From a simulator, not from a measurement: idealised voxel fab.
Herein follows the process module entitled voxel self aligned vias.
265 nm wide, 5 nm square cells: that's cross-section cut.
How to read a cross-section here: the picture is a grid of square cells, written as bands going from the top down, and any band can span one or more rows of cells. Band entry format. Leading values: height of top, height of bottom, nm. Remainder: materials in left-to-right order, each with its width in nm. Special words: "all across" on a single material, which then fills the band edge to edge; "empty", empty space. For the purposes of this specification, 0 denotes the height below which the wafer in its as-received condition is composed wholly of one material, and the lowermost band, lacking a lower limit, extends downward without end, as expressed in "from 0 down". Think of "30..40" as a width that walks from the first number to the second as you go down the band, top row to bottom row, taking equal-sized steps from row to row. Step marked "all unchanged"? Then no cell in the cross-section changed in it. Basically, "Cavities, closed" tells you about the enclosed voids: empty spaces with no open way to the top, 8 cells or bigger, each written width x height at distance, where distance is from the left edge, all in nm. Note: text after step settings on the step line = simulator remark on that step. overlay nm: on a step with a mask, how far right of its planned place the mask lay; negative means left. Pairs follow: section before one process step, section after it down to the lowest changed band, step with settings underneath. Pairs may come from different runs of this module on the same starting wafer; continuity with the pair above only as stated in the "Before this step" entry.
Before this step
  from 60 to 40 | SiO2 all across
  from 40 to 35 | SiN all across
  from 35 to 15 | 60 SiO2, then 5 TiN, then 15 W, then 5 TiN, then 35 SiO2, then 5 TiN, then 15 W, then 5 TiN, then 35 SiO2, then 5 TiN, then 15 W, then 5 TiN, then 60 SiO2
  from 15 to 10 | 60 SiO2, then 25 TiN, then 35 SiO2, then 25 TiN, then 35 SiO2, then 25 TiN, then 60 SiO2
  from 10 to 5 | SiCN all across
  from 5 to 0 | SiO2 all across
  from 0 down | Si all across
  Cavities, closed: none
Post-Step Snapshot
  from 80 to 60 | 55 resist, then 35 empty, then 85 resist, then 35 empty, then 55 resist
  Below 60, no change.
  Cavities, closed: none
The process step bridging the two cross-sections above: PATTERN | tone open | mask id VIAS | material resist | width nm 35 | pitch nm 120 | thk nm 20 | overlay nm 0
Before this step: nothing new to draw here, it's the after view of the pair just above.
Post-Step Snapshot
  from 80 to 60 | 55 resist, then 35 empty, then 85 resist, then 35 empty, then 55 resist
  from 60 to 40 | 55 SiO2, then 35 empty, then 85 SiO2, then 35 empty, then 55 SiO2
  Below 40, no change.
  Cavities, closed: none
The process step bridging the two cross-sections above: DIRECTIONAL_ETCH | etch materials SiO2 | depth nm 20
Before this step: nothing new to draw here, it's the after view of the pair just above.
Post-Step Snapshot
  from 80 to 60 | 55 resist, then 35 empty, then 85 resist, then 35 empty, then 55 resist
  from 60 to 40 | 55 SiO2, then 35 empty, then 85 SiO2, then 35 empty, then 55 SiO2
  from 40 to 35 | 55 SiN, then 35 empty, then 85 SiN, then 35 empty, then 55 SiN
  Below 35, no change.
  Cavities, closed: none
The process step bridging the two cross-sections above: DIRECTIONAL_ETCH | etch materials SiN | depth nm 5
Before this step: nothing new to draw here, it's the after view of the pair just above.
Post-Step Snapshot
  from 60 to 40 | 55 SiO2, then 35 empty, then 85 SiO2, then 35 empty, then 55 SiO2
  Below 40, no change.
  Cavities, closed: none
The process step bridging the two cross-sections above: STRIP | etch materials resist
Before this step: nothing new to draw here, it's the after view of the pair just above.
Post-Step Snapshot
  from 65 to 60 | 60 TiN, then 25 empty, then 95 TiN, then 25 empty, then 60 TiN
  from 60 to 40 | 55 SiO2, then 5 TiN, then 25 empty, then 5 TiN, then 85 SiO2, then 5 TiN, then 25 empty, then 5 TiN, then 55 SiO2
  from 40 to 35 | 55 SiN, then 35 TiN, then 85 SiN, then 35 TiN, then 55 SiN
  Below 35, no change.
  Cavities, closed: none
The process step bridging the two cross-sections above: CONFORMAL_DEP | material TiN | thk nm 5
Before this step: nothing new to draw here, it's the after view of the pair just above.
Post-Step Snapshot
  from 70 to 65 | Ru all across
  from 65 to 60 | 60 TiN, then 25 Ru, then 95 TiN, then 25 Ru, then 60 TiN
  from 60 to 40 | 55 SiO2, then 5 TiN, then 25 Ru, then 5 TiN, then 85 SiO2, then 5 TiN, then 25 Ru, then 5 TiN, then 55 SiO2
  Below 40, no change.
  Cavities, closed: none
The process step bridging the two cross-sections above: FILL_DEP | material Ru | thk nm 5
Before this step: nothing new to draw here, it's the after view of the pair just above.
Post-Step Snapshot
  from 60 to 40 | 55 SiO2, then 5 TiN, then 25 Ru, then 5 TiN, then 85 SiO2, then 5 TiN, then 25 Ru, then 5 TiN, then 55 SiO2
  Below 40, no change.
  Cavities, closed: none
The process step bridging the two cross-sections above: CMP | height nm 60
Before this step: nothing new to draw here, it's the after view of the pair just above.
Post-Step Snapshot
  from 65 to 60 | SiN all across
  Below 60, no change.
  Cavities, closed: none
The process step bridging the two cross-sections above: CONFORMAL_DEP | material SiN | thk nm 5
Before this step
  from 60 to 40 | SiO2 all across
  from 40 to 35 | 60 SiO2, then 25 SiN, then 35 SiO2, then 25 SiN, then 35 SiO2, then 25 SiN, then 60 SiO2
  from 35 to 20 | 60 SiO2, then 5 TiN, then 15 W, then 5 TiN, then 35 SiO2, then 5 TiN, then 15 W, then 5 TiN, then 35 SiO2, then 5 TiN, then 15 W, then 5 TiN, then 60 SiO2
  from 20 to 15 | 60 SiO2, then 25 TiN, then 35 SiO2, then 25 TiN, then 35 SiO2, then 25 TiN, then 60 SiO2
  from 15 to 10 | SiCN all across
  from 10 to 0 | SiO2 all across
  from 0 down | Si all across
  Cavities, closed: none
Post-Step Snapshot
  from 80 to 60 | 55 resist, then 40 empty, then 80 resist, then 40 empty, then 50 resist
  Below 60, no change.
  Cavities, closed: none
The process step bridging the two cross-sections above: PATTERN | tone open | mask id VIAS | material resist | width nm 40 | pitch nm 120 | thk nm 20 | overlay nm 0
Before this step: nothing new to draw here, it's the after view of the pair just above.
Post-Step Snapshot
  from 80 to 60 | 55 resist, then 40 empty, then 80 resist, then 40 empty, then 50 resist
  from 60 to 40 | 55 SiO2, then 40 empty, then 80 SiO2, then 40 empty, then 50 SiO2
  Below 40, no change.
  Cavities, closed: none
The process step bridging the two cross-sections above: DIRECTIONAL_ETCH | etch materials SiO2 | depth nm 20
Before this step: nothing new to draw here, it's the after view of the pair just above.
Post-Step Snapshot
  from 80 to 60 | 55 resist, then 40 empty, then 80 resist, then 40 empty, then 50 resist
  from 60 to 40 | 55 SiO2, then 40 empty, then 80 SiO2, then 40 empty, then 50 SiO2
  from 40 to 35 | 60 SiO2, then 25 empty, then 35 SiO2, then 25 SiN, then 35 SiO2, then 25 empty, then 60 SiO2
  Below 35, no change.
  Cavities, closed: none
The process step bridging the two cross-sections above: DIRECTIONAL_ETCH | etch materials SiN | depth nm 5
Before this step: nothing new to draw here, it's the after view of the pair just above.
Post-Step Snapshot
  from 60 to 40 | 55 SiO2, then 40 empty, then 80 SiO2, then 40 empty, then 50 SiO2
  Below 40, no change.
  Cavities, closed: none
The process step bridging the two cross-sections above: STRIP | etch materials resist
Before this step: nothing new to draw here, it's the after view of the pair just above.
Post-Step Snapshot
  from 65 to 60 | 60 TiN, then 30 empty, then 90 TiN, then 30 empty, then 55 TiN
  from 60 to 45 | 55 SiO2, then 5 TiN, then 30 empty, then 5 TiN, then 80 SiO2, then 5 TiN, then 30 empty, then 5 TiN, then 50 SiO2
  from 45 to 40 | 55 SiO2, then 10 TiN, then 15 empty, then 15 TiN, then 80 SiO2, then 10 TiN, then 15 empty, then 15 TiN, then 50 SiO2
  from 40 to 35 | 60 SiO2, then 25 TiN, then 35 SiO2, then 25 SiN, then 35 SiO2, then 25 TiN, then 60 SiO2
  Below 35, no change.
  Cavities, closed: none
The process step bridging the two cross-sections above: CONFORMAL_DEP | material TiN | thk nm 5
Before this step: nothing new to draw here, it's the after view of the pair just above.
Post-Step Snapshot
  from 70 to 65 | Ru all across
  from 65 to 60 | 60 TiN, then 30 Ru, then 90 TiN, then 30 Ru, then 55 TiN
  from 60 to 45 | 55 SiO2, then 5 TiN, then 30 Ru, then 5 TiN, then 80 SiO2, then 5 TiN, then 30 Ru, then 5 TiN, then 50 SiO2
  from 45 to 40 | 55 SiO2, then 10 TiN, then 15 Ru, then 15 TiN, then 80 SiO2, then 10 TiN, then 15 Ru, then 15 TiN, then 50 SiO2
  Below 40, no change.
  Cavities, closed: none
The process step bridging the two cross-sections above: FILL_DEP | material Ru | thk nm 5
Before this step: nothing new to draw here, it's the after view of the pair just above.
Post-Step Snapshot
  from 60 to 45 | 55 SiO2, then 5 TiN, then 30 Ru, then 5 TiN, then 80 SiO2, then 5 TiN, then 30 Ru, then 5 TiN, then 50 SiO2
  Below 45, no change.
  Cavities, closed: none
The process step bridging the two cross-sections above: CMP | height nm 60
Before this step: nothing new to draw here, it's the after view of the pair just above.
Post-Step Snapshot
  from 65 to 60 | SiN all across
  Below 60, no change.
  Cavities, closed: none
The process step bridging the two cross-sections above: CONFORMAL_DEP | material SiN | thk nm 5
Before this step
  from 60 to 40 | SiO2 all across
  from 40 to 35 | 60 SiO2, then 25 SiN, then 35 SiO2, then 25 SiN, then 35 SiO2, then 25 SiN, then 60 SiO2
  from 35 to 20 | 60 SiO2, then 5 TiN, then 15 W, then 5 TiN, then 35 SiO2, then 5 TiN, then 15 W, then 5 TiN, then 35 SiO2, then 5 TiN, then 15 W, then 5 TiN, then 60 SiO2
  from 20 to 15 | 60 SiO2, then 25 TiN, then 35 SiO2, then 25 TiN, then 35 SiO2, then 25 TiN, then 60 SiO2
  from 15 to 10 | SiCN all across
  from 10 to 0 | SiO2 all across
  from 0 down | Si all across
  Cavities, closed: none
Post-Step Snapshot
  from 80 to 60 | 65 resist, then 35 empty, then 85 resist, then 35 empty, then 45 resist
  Below 60, no change.
  Cavities, closed: none
The process step bridging the two cross-sections above: PATTERN | tone open | mask id VIAS | material resist | width nm 35 | pitch nm 120 | thk nm 20 | overlay nm 10
Before this step: nothing new to draw here, it's the after view of the pair just above.
Post-Step Snapshot
  from 80 to 60 | 65 resist, then 35 empty, then 85 resist, then 35 empty, then 45 resist
  from 60 to 40 | 65 SiO2, then 35 empty, then 85 SiO2, then 35 empty, then 45 SiO2
  Below 40, no change.
  Cavities, closed: none
The process step bridging the two cross-sections above: DIRECTIONAL_ETCH | etch materials SiO2 | depth nm 20
Before this step: nothing new to draw here, it's the after view of the pair just above.
Post-Step Snapshot
  from 80 to 60 | 65 resist, then 35 empty, then 85 resist, then 35 empty, then 45 resist
  from 60 to 40 | 65 SiO2, then 35 empty, then 85 SiO2, then 35 empty, then 45 SiO2
  from 40 to 35 | 60 SiO2, then 5 SiN, then 20 empty, then 35 SiO2, then 25 SiN, then 35 SiO2, then 5 SiN, then 20 empty, then 60 SiO2
  Below 35, no change.
  Cavities, closed: none
The process step bridging the two cross-sections above: DIRECTIONAL_ETCH | etch materials SiN | depth nm 5
Before this step: nothing new to draw here, it's the after view of the pair just above.
Post-Step Snapshot
  from 60 to 40 | 65 SiO2, then 35 empty, then 85 SiO2, then 35 empty, then 45 SiO2
  Below 40, no change.
  Cavities, closed: none
The process step bridging the two cross-sections above: STRIP | etch materials resist
Before this step: nothing new to draw here, it's the after view of the pair just above.
Post-Step Snapshot
  from 65 to 60 | 70 TiN, then 25 empty, then 95 TiN, then 25 empty, then 50 TiN
  from 60 to 45 | 65 SiO2, then 5 TiN, then 25 empty, then 5 TiN, then 85 SiO2, then 5 TiN, then 25 empty, then 5 TiN, then 45 SiO2
  from 45 to 40 | 65 SiO2, then 5 TiN, then 10 empty, then 20 TiN, then 85 SiO2, then 5 TiN, then 10 empty, then 20 TiN, then 45 SiO2
  from 40 to 35 | 60 SiO2, then 5 SiN, then 20 TiN, then 35 SiO2, then 25 SiN, then 35 SiO2, then 5 SiN, then 20 TiN, then 60 SiO2
  Below 35, no change.
  Cavities, closed: none
The process step bridging the two cross-sections above: CONFORMAL_DEP | material TiN | thk nm 5
Before this step: nothing new to draw here, it's the after view of the pair just above.
Post-Step Snapshot
  from 70 to 65 | Ru all across
  from 65 to 60 | 70 TiN, then 25 Ru, then 95 TiN, then 25 Ru, then 50 TiN
  from 60 to 45 | 65 SiO2, then 5 TiN, then 25 Ru, then 5 TiN, then 85 SiO2, then 5 TiN, then 25 Ru, then 5 TiN, then 45 SiO2
  from 45 to 40 | 65 SiO2, then 5 TiN, then 10 Ru, then 20 TiN, then 85 SiO2, then 5 TiN, then 10 Ru, then 20 TiN, then 45 SiO2
  Below 40, no change.
  Cavities, closed: none
The process step bridging the two cross-sections above: FILL_DEP | material Ru | thk nm 5
Before this step: nothing new to draw here, it's the after view of the pair just above.
Post-Step Snapshot
  from 60 to 45 | 65 SiO2, then 5 TiN, then 25 Ru, then 5 TiN, then 85 SiO2, then 5 TiN, then 25 Ru, then 5 TiN, then 45 SiO2
  Below 45, no change.
  Cavities, closed: none
The process step bridging the two cross-sections above: CMP | height nm 60
Before this step: nothing new to draw here, it's the after view of the pair just above.
Post-Step Snapshot
  from 65 to 60 | SiN all across
  Below 60, no change.
  Cavities, closed: none
The process step bridging the two cross-sections above: CONFORMAL_DEP | material SiN | thk nm 5
Before this step
  from 60 to 45 | 55 SiO2, then 5 TiN, then 25 Ru, then 5 TiN, then 85 SiO2, then 5 TiN, then 25 Ru, then 5 TiN, then 55 SiO2
  from 45 to 40 | 55 SiO2, then 10 TiN, then 15 Ru, then 10 TiN, then 85 SiO2, then 10 TiN, then 15 Ru, then 10 TiN, then 55 SiO2
  from 40 to 35 | 60 SiO2, then 25 TiN, then 35 SiO2, then 25 SiN, then 35 SiO2, then 25 TiN, then 60 SiO2
  from 35 to 20 | 60 SiO2, then 5 TiN, then 15 W, then 5 TiN, then 35 SiO2, then 5 TiN, then 15 W, then 5 TiN, then 35 SiO2, then 5 TiN, then 15 W, then 5 TiN, then 60 SiO2
  from 20 to 15 | 60 SiO2, then 25 TiN, then 35 SiO2, then 25 TiN, then 35 SiO2, then 25 TiN, then 60 SiO2
  from 15 to 10 | SiCN all across
  from 10 to 0 | SiO2 all across
  from 0 down | Si all across
  Cavities, closed: none
Post-Step Snapshot
  from 65 to 60 | SiCN all across
  Below 60, no change.
  Cavities, closed: none
The process step bridging the two cross-sections above: CONFORMAL_DEP | material SiCN | thk nm 5
Before this step
  from 40 to 15 | SiO2 all across
  from 15 to 10 | SiCN all across
  from 10 to 0 | SiO2 all across
  from 0 down | Si all across
  Cavities, closed: none
Post-Step Snapshot
  from 40 to 15 | 60 empty, then 25 SiO2, then 35 empty, then 25 SiO2, then 35 empty, then 25 SiO2, then 60 empty
  Below 15, no change.
  Cavities, closed: none
The process step bridging the two cross-sections above: MASKED_ETCH | tone cover | mask id LINES | width nm 25 | pitch nm 60 | etch materials SiO2 | depth nm 25 | overlay nm 0
Before this step: nothing new to draw here, it's the after view of the pair just above.
Post-Step Snapshot
  from 45 to 40 | 55 empty, then 35 TiN, then 25 empty, then 35 TiN, then 25 empty, then 35 TiN, then 55 empty
  from 40 to 20 | 55 empty, then 5 TiN, then 25 SiO2, then 5 TiN, then 25 empty, then 5 TiN, then 25 SiO2, then 5 TiN, then 25 empty, then 5 TiN, then 25 SiO2, then 5 TiN, then 55 empty
  from 20 to 15 | 60 TiN, then 25 SiO2, then 35 TiN, then 25 SiO2, then 35 TiN, then 25 SiO2, then 60 TiN
  Below 15, no change.
  Cavities, closed: none
The process step bridging the two cross-sections above: CONFORMAL_DEP | material TiN | thk nm 5
Before this step: nothing new to draw here, it's the after view of the pair just above.
Post-Step Snapshot
  from 55 to 45 | W all across
  from 45 to 40 | 55 W, then 35 TiN, then 25 W, then 35 TiN, then 25 W, then 35 TiN, then 55 W
  from 40 to 20 | 55 W, then 5 TiN, then 25 SiO2, then 5 TiN, then 25 W, then 5 TiN, then 25 SiO2, then 5 TiN, then 25 W, then 5 TiN, then 25 SiO2, then 5 TiN, then 55 W
  Below 20, no change.
  Cavities, closed: none
The process step bridging the two cross-sections above: FILL_DEP | material W | thk nm 10
Before this step: nothing new to draw here, it's the after view of the pair just above.
Post-Step Snapshot
  from 40 to 20 | 55 W, then 5 TiN, then 25 SiO2, then 5 TiN, then 25 W, then 5 TiN, then 25 SiO2, then 5 TiN, then 25 W, then 5 TiN, then 25 SiO2, then 5 TiN, then 55 W
  Below 20, no change.
  Cavities, closed: none
The process step bridging the two cross-sections above: CMP | height nm 40
Before this step: nothing new to draw here, it's the after view of the pair just above.
Post-Step Snapshot
  from 40 to 35 | 60 empty, then 25 SiO2, then 35 empty, then 25 SiO2, then 35 empty, then 25 SiO2, then 60 empty
  Below 35, no change.
  Cavities, closed: none
The process step bridging the two cross-sections above: SELECTIVE_ETCH | etch materials W Ru TiN | depth nm 5
Before this step: nothing new to draw here, it's the after view of the pair just above.
Post-Step Snapshot
  from 50 to 40 | SiN all across
  from 40 to 35 | 60 SiN, then 25 SiO2, then 35 SiN, then 25 SiO2, then 35 SiN, then 25 SiO2, then 60 SiN
  Below 35, no change.
  Cavities, closed: none
The process step bridging the two cross-sections above: FILL_DEP | material SiN | thk nm 10
Before this step: nothing new to draw here, it's the after view of the pair just above.
Post-Step Snapshot
  from 40 to 35 | 60 SiN, then 25 SiO2, then 35 SiN, then 25 SiO2, then 35 SiN, then 25 SiO2, then 60 SiN
  Below 35, no change.
  Cavities, closed: none
The process step bridging the two cross-sections above: CMP | height nm 40
Before this step: nothing new to draw here, it's the after view of the pair just above.
Post-Step Snapshot
  from 60 to 40 | SiO2 all across
  Below 40, no change.
  Cavities, closed: none
The process step bridging the two cross-sections above: DIRECTIONAL_DEP | material SiO2 | thk nm 20
Before this step: nothing new to draw here, it's the after view of the pair just above.
Post-Step Snapshot
  from 80 to 60 | 55 resist, then 35 empty, then 85 resist, then 35 empty, then 55 resist
  Below 60, no change.
  Cavities, closed: none
The process step bridging the two cross-sections above: PATTERN | tone open | mask id VIAS | material resist | width nm 35 | pitch nm 120 | thk nm 20 | overlay nm 0
Before this step: nothing new to draw here, it's the after view of the pair just above.
Post-Step Snapshot
  from 80 to 60 | 55 resist, then 35 empty, then 85 resist, then 35 empty, then 55 resist
  from 60 to 40 | 55 SiO2, then 35 empty, then 85 SiO2, then 35 empty, then 55 SiO2
  Below 40, no change.
  Cavities, closed: none
The process step bridging the two cross-sections above: DIRECTIONAL_ETCH | etch materials SiO2 | depth nm 20
Before this step: nothing new to draw here, it's the after view of the pair just above.
Post-Step Snapshot
  from 80 to 60 | 55 resist, then 35 empty, then 85 resist, then 35 empty, then 55 resist
  from 60 to 40 | 55 SiO2, then 35 empty, then 85 SiO2, then 35 empty, then 55 SiO2
  from 40 to 35 | 55 SiN, then 5 empty, then 25 SiO2, then 5 empty, then 30 SiN, then 25 SiO2, then 30 SiN, then 5 empty, then 25 SiO2, then 5 empty, then 55 SiN
  Below 35, no change.
  Cavities, closed: none
The process step bridging the two cross-sections above: DIRECTIONAL_ETCH | etch materials SiN | depth nm 5
Before this step: nothing new to draw here, it's the after view of the pair just above.
Post-Step Snapshot
  from 60 to 40 | 55 SiO2, then 35 empty, then 85 SiO2, then 35 empty, then 55 SiO2
  Below 40, no change.
  Cavities, closed: none
The process step bridging the two cross-sections above: STRIP | etch materials resist
Before this step: nothing new to draw here, it's the after view of the pair just above.
Post-Step Snapshot
  from 65 to 60 | 60 TiN, then 25 empty, then 95 TiN, then 25 empty, then 60 TiN
  from 60 to 45 | 55 SiO2, then 5 TiN, then 25 empty, then 5 TiN, then 85 SiO2, then 5 TiN, then 25 empty, then 5 TiN, then 55 SiO2
  from 45 to 40 | 55 SiO2, then 35 TiN, then 85 SiO2, then 35 TiN, then 55 SiO2
  from 40 to 35 | 55 SiN, then 5 TiN, then 25 SiO2, then 5 TiN, then 30 SiN, then 25 SiO2, then 30 SiN, then 5 TiN, then 25 SiO2, then 5 TiN, then 55 SiN
  Below 35, no change.
  Cavities, closed: none
The process step bridging the two cross-sections above: CONFORMAL_DEP | material TiN | thk nm 5
Before this step: nothing new to draw here, it's the after view of the pair just above.
Post-Step Snapshot
  from 70 to 65 | Ru all across
  from 65 to 60 | 60 TiN, then 25 Ru, then 95 TiN, then 25 Ru, then 60 TiN
  from 60 to 45 | 55 SiO2, then 5 TiN, then 25 Ru, then 5 TiN, then 85 SiO2, then 5 TiN, then 25 Ru, then 5 TiN, then 55 SiO2
  Below 45, no change.
  Cavities, closed: none
The process step bridging the two cross-sections above: FILL_DEP | material Ru | thk nm 5
Before this step: nothing new to draw here, it's the after view of the pair just above.
Post-Step Snapshot
  from 60 to 45 | 55 SiO2, then 5 TiN, then 25 Ru, then 5 TiN, then 85 SiO2, then 5 TiN, then 25 Ru, then 5 TiN, then 55 SiO2
  Below 45, no change.
  Cavities, closed: none
The process step bridging the two cross-sections above: CMP | height nm 60
Before this step: nothing new to draw here, it's the after view of the pair just above.
Post-Step Snapshot
  from 65 to 60 | SiN all across
  Below 60, no change.
  Cavities, closed: none
The process step bridging the two cross-sections above: CONFORMAL_DEP | material SiN | thk nm 5
